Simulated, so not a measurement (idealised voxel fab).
process module | voxel quadruple lines
280 nm wide, 5 nm square cells: that's cross-section cut.
For the purposes of this document, a cross-section shall be understood as a grid of square cells, specified as bands listed in top-to-bottom order, each band consisting of one or more rows of cells. The band entry comprises the height of the band's top followed by the height of its bottom, expressed in nm, and subsequently the band's materials from left to right, each stated together with its width in nm. Where a single material is marked with the word "full width", that material fills the band from edge to edge. The word "air" represents empty space. Convention: height 0 is the level below which the wafer, as received, is all one material. The lowest band does not terminate at the bottom but continues downward, represented as "0 -> down". A width such as "30..40" changes by the same amount from each row of cells to the next, from the band's top row to its bottom row. Where the words "nothing changed" appear for a step, the cross-section shows no cell changed by that step; every cell remained as before. "Enclosed internal cavities": sealed empty spaces, 8 cells or more, no open way to top, listed width x height at distance, with distance from the left edge and width, height and distance in nm. If you see something after the settings on a step's line, that's the simulator's own remark about that step. "overlay nm" on a masked step: distance the mask lay right of its planned place, negative for left. So the way this works: pairs, before and after one process step. The after picture only goes down to the lowest band that actually changed, nothing below. Step and its settings are under each pair. And watch out, pairs might come from different runs of this module, same starting wafer though, so a pair only follows on from the one above if its "Ex-ante state" entry tells you so.
[Ex-ante state]
60 -> 40 | air (85); SiO2 (10); air (20); SiO2 (10); air (20); SiO2 (10); air (20); SiO2 (10); air (95)
40 -> 20 | polySi full width
20 -> 10 | W full width
10 -> 0 | SiO2 full width
0 -> down | Si full width
Enclosed internal cavities: none
[Resulting Cross-Section]
60 -> 40 | air (85); SiO2 (10); air (20); SiO2 (10); air (20); SiO2 (10); air (20); SiO2 (10); air (95)
40 -> 20 | air (85); polySi (10); air (20); polySi (10); air (20); polySi (10); air (20); polySi (10); air (95)
All layers under 20 are left as they were.
Enclosed internal cavities: none
Transition step, before and after shown above: DIRECTIONAL_ETCH | etch materials polySi | depth nm 20
Ex-ante state: equal to the after panel directly above.
[Resulting Cross-Section]
40 -> 20 | air (85); polySi (10); air (20); polySi (10); air (20); polySi (10); air (20); polySi (10); air (95)
All layers under 20 are left as they were.
Enclosed internal cavities: none
Transition step, before and after shown above: STRIP | etch materials SiO2
Ex-ante state: equal to the after panel directly above.
[Resulting Cross-Section]
45 -> 40 | air (80); SiCN (20); air (10); SiCN (20); air (10); SiCN (20); air (10); SiCN (20); air (90)
40 -> 25 | air (80); SiCN (5); polySi (10); SiCN (5); air (10); SiCN (5); polySi (10); SiCN (5); air (10); SiCN (5); polySi (10); SiCN (5); air (10); SiCN (5); polySi (10); SiCN (5); air (90)
25 -> 20 | SiCN (85); polySi (10); SiCN (20); polySi (10); SiCN (20); polySi (10); SiCN (20); polySi (10); SiCN (95)
All layers under 20 are left as they were.
Enclosed internal cavities: none
Transition step, before and after shown above: CONFORMAL_DEP | material SiCN | thk nm 5
Ex-ante state: equal to the after panel directly above.
[Resulting Cross-Section]
40 -> 20 | air (80); SiCN (5); polySi (10); SiCN (5); air (10); SiCN (5); polySi (10); SiCN (5); air (10); SiCN (5); polySi (10); SiCN (5); air (10); SiCN (5); polySi (10); SiCN (5); air (90)
All layers under 20 are left as they were.
Enclosed internal cavities: none
Transition step, before and after shown above: DIRECTIONAL_ETCH | etch materials SiCN | depth nm 5
Ex-ante state: equal to the after panel directly above.
[Resulting Cross-Section]
40 -> 20 | air (80); SiCN (5); air (10); SiCN (5); air (10); SiCN (5); air (10); SiCN (5); air (10); SiCN (5); air (10); SiCN (5); air (10); SiCN (5); air (10); SiCN (5); air (90)
All layers under 20 are left as they were.
Enclosed internal cavities: none
Transition step, before and after shown above: STRIP | etch materials polySi
Ex-ante state: equal to the after panel directly above.
[Resulting Cross-Section]
40 -> 20 | air (80); SiCN (5); air (10); SiCN (5); air (10); SiCN (5); air (10); SiCN (5); air (10); SiCN (5); air (10); SiCN (5); air (10); SiCN (5); air (10); SiCN (5); air (90)
20 -> 10 | air (80); W (5); air (10); W (5); air (10); W (5); air (10); W (5); air (10); W (5); air (10); W (5); air (10); W (5); air (10); W (5); air (90)
All layers under 10 are left as they were.
Enclosed internal cavities: none
Transition step, before and after shown above: DIRECTIONAL_ETCH | etch materials W | depth nm 10
Ex-ante state: equal to the after panel directly above.
[Resulting Cross-Section]
20 -> 10 | air (80); W (5); air (10); W (5); air (10); W (5); air (10); W (5); air (10); W (5); air (10); W (5); air (10); W (5); air (10); W (5); air (90)
All layers under 10 are left as they were.
Enclosed internal cavities: none
Transition step, before and after shown above: STRIP | etch materials SiCN
[Ex-ante state]
40 -> 20 | polySi full width
20 -> 10 | W full width
10 -> 0 | SiO2 full width
0 -> down | Si full width
Enclosed internal cavities: none
[Resulting Cross-Section]
60 -> 40 | W full width
All layers under 40 are left as they were.
Enclosed internal cavities: none
Transition step, before and after shown above: DIRECTIONAL_DEP | material W | thk nm 20
Ex-ante state: equal to the after panel directly above.
[Resulting Cross-Section]
85 -> 60 | air (100); resist (20); air (40); resist (20); air (100)
All layers under 60 are left as they were.
Enclosed internal cavities: none
Transition step, before and after shown above: PATTERN | tone cover | mask id MANDREL | material resist | width nm 20 | pitch nm 60 | thk nm 25 | overlay nm 0
Ex-ante state: equal to the after panel directly above.
[Resulting Cross-Section]
65 -> 60 | air (100); resist (20); air (40); resist (20); air (100)
All layers under 60 are left as they were.
Enclosed internal cavities: none
Transition step, before and after shown above: DIRECTIONAL_ETCH | etch materials aC | depth nm 20
Ex-ante state: equal to the after panel directly above.
[Resulting Cross-Section]
60 -> 40 | W full width
All layers under 40 are left as they were.
Enclosed internal cavities: none
Transition step, before and after shown above: STRIP | etch materials resist
Ex-ante state: equal to the after panel directly above.
[Resulting Cross-Section]
70 -> 60 | SiO2 full width
All layers under 60 are left as they were.
Enclosed internal cavities: none
Transition step, before and after shown above: CONFORMAL_DEP | material SiO2 | thk nm 10
Ex-ante state: equal to the after panel directly above.
[Resulting Cross-Section]
60 -> 40 | W full width
All layers under 40 are left as they were.
Enclosed internal cavities: none
Transition step, before and after shown above: DIRECTIONAL_ETCH | etch materials SiO2 | depth nm 10
Ex-ante state: equal to the after panel directly above.
[Resulting Cross-Section]
65 -> 60 | SiCN full width
All layers under 60 are left as they were.
Enclosed internal cavities: none
Transition step, before and after shown above: CONFORMAL_DEP | material SiCN | thk nm 5
Ex-ante state: equal to the after panel directly above.
[Resulting Cross-Section]
60 -> 40 | W full width
All layers under 40 are left as they were.
Enclosed internal cavities: none
Transition step, before and after shown above: DIRECTIONAL_ETCH | etch materials SiCN | depth nm 5
Ex-ante state: equal to the after panel directly above.
[Resulting Cross-Section]
50 -> 40 | W full width
All layers under 40 are left as they were.
Enclosed internal cavities: none
Transition step, before and after shown above: DIRECTIONAL_ETCH | etch materials W | depth nm 10
[Ex-ante state]
60 -> 40 | aC full width
40 -> 20 | polySi full width
20 -> 10 | W full width
10 -> 0 | SiO2 full width
0 -> down | Si full width
Enclosed internal cavities: none
[Resulting Cross-Section]
85 -> 60 | resist (100); air (20); resist (40); air (20); resist (100)
All layers under 60 are left as they were.
Enclosed internal cavities: none
Transition step, before and after shown above: PATTERN | tone open | mask id MANDREL | material resist | width nm 20 | pitch nm 60 | thk nm 25 | overlay nm 0
Ex-ante state: equal to the after panel directly above.
[Resulting Cross-Section]
65 -> 60 | resist (100); air (20); resist (40); air (20); resist (100)
60 -> 40 | aC (100); air (20); aC (40); air (20); aC (100)
All layers under 40 are left as they were.
Enclosed internal cavities: none
Transition step, before and after shown above: DIRECTIONAL_ETCH | etch materials aC | depth nm 20
Ex-ante state: equal to the after panel directly above.
[Resulting Cross-Section]
60 -> 40 | aC (100); air (20); aC (40); air (20); aC (100)
All layers under 40 are left as they were.
Enclosed internal cavities: none
Transition step, before and after shown above: STRIP | etch materials resist
Ex-ante state: equal to the after panel directly above.
[Resulting Cross-Section]
70 -> 60 | SiO2 full width
60 -> 40 | aC (100); SiO2 (20); aC (40); SiO2 (20); aC (100)
All layers under 40 are left as they were.
Enclosed internal cavities: none
Transition step, before and after shown above: CONFORMAL_DEP | material SiO2 | thk nm 10
Ex-ante state: equal to the after panel directly above.
[Resulting Cross-Section]
60 -> 40 | aC (100); SiO2 (20); aC (40); SiO2 (20); aC (100)
All layers under 40 are left as they were.
Enclosed internal cavities: none
Transition step, before and after shown above: DIRECTIONAL_ETCH | etch materials SiO2 | depth nm 10
Ex-ante state: equal to the after panel directly above.
[Resulting Cross-Section]
60 -> 40 | air (100); SiO2 (20); air (40); SiO2 (20); air (100)
All layers under 40 are left as they were.
Enclosed internal cavities: none
Transition step, before and after shown above: STRIP | etch materials aC
Ex-ante state: equal to the after panel directly above.
[Resulting Cross-Section]
60 -> 40 | air (100); SiO2 (20); air (40); SiO2 (20); air (100)
40 -> 20 | air (100); polySi (20); air (40); polySi (20); air (100)
All layers under 20 are left as they were.
Enclosed internal cavities: none
Transition step, before and after shown above: DIRECTIONAL_ETCH | etch materials polySi | depth nm 20
Ex-ante state: equal to the after panel directly above.
[Resulting Cross-Section]
40 -> 20 | air (100); polySi (20); air (40); polySi (20); air (100)
All layers under 20 are left as they were.
Enclosed internal cavities: none
Transition step, before and after shown above: STRIP | etch materials SiO2
Ex-ante state: equal to the after panel directly above.
[Resulting Cross-Section]
45 -> 40 | air (95); SiCN (30); air (30); SiCN (30); air (95)
40 -> 25 | air (95); SiCN (5); polySi (20); SiCN (5); air (30); SiCN (5); polySi (20); SiCN (5); air (95)
25 -> 20 | SiCN (100); polySi (20); SiCN (40); polySi (20); SiCN (100)
All layers under 20 are left as they were.
Enclosed internal cavities: none
Transition step, before and after shown above: CONFORMAL_DEP | material SiCN | thk nm 5
Ex-ante state: equal to the after panel directly above.
[Resulting Cross-Section]
40 -> 20 | air (95); SiCN (5); polySi (20); SiCN (5); air (30); SiCN (5); polySi (20); SiCN (5); air (95)
All layers under 20 are left as they were.
Enclosed internal cavities: none
Transition step, before and after shown above: DIRECTIONAL_ETCH | etch materials SiCN | depth nm 5
Ex-ante state: equal to the after panel directly above.
[Resulting Cross-Section]
40 -> 20 | air (95); SiCN (5); air (20); SiCN (5); air (30); SiCN (5); air (20); SiCN (5); air (95)
All layers under 20 are left as they were.
Enclosed internal cavities: none
Transition step, before and after shown above: STRIP | etch materials polySi
Ex-ante state: equal to the after panel directly above.
[Resulting Cross-Section]
40 -> 20 | air (95); SiCN (5); air (20); SiCN (5); air (30); SiCN (5); air (20); SiCN (5); air (95)
20 -> 10 | air (95); W (5); air (20); W (5); air (30); W (5); air (20); W (5); air (95)
All layers under 10 are left as they were.
Enclosed internal cavities: none
Transition step, before and after shown above: DIRECTIONAL_ETCH | etch materials W | depth nm 10
Ex-ante state: equal to the after panel directly above.
[Resulting Cross-Section]
20 -> 10 | air (95); W (5); air (20); W (5); air (30); W (5); air (20); W (5); air (95)
All layers under 10 are left as they were.
Enclosed internal cavities: none
Transition step, before and after shown above: STRIP | etch materials SiCN
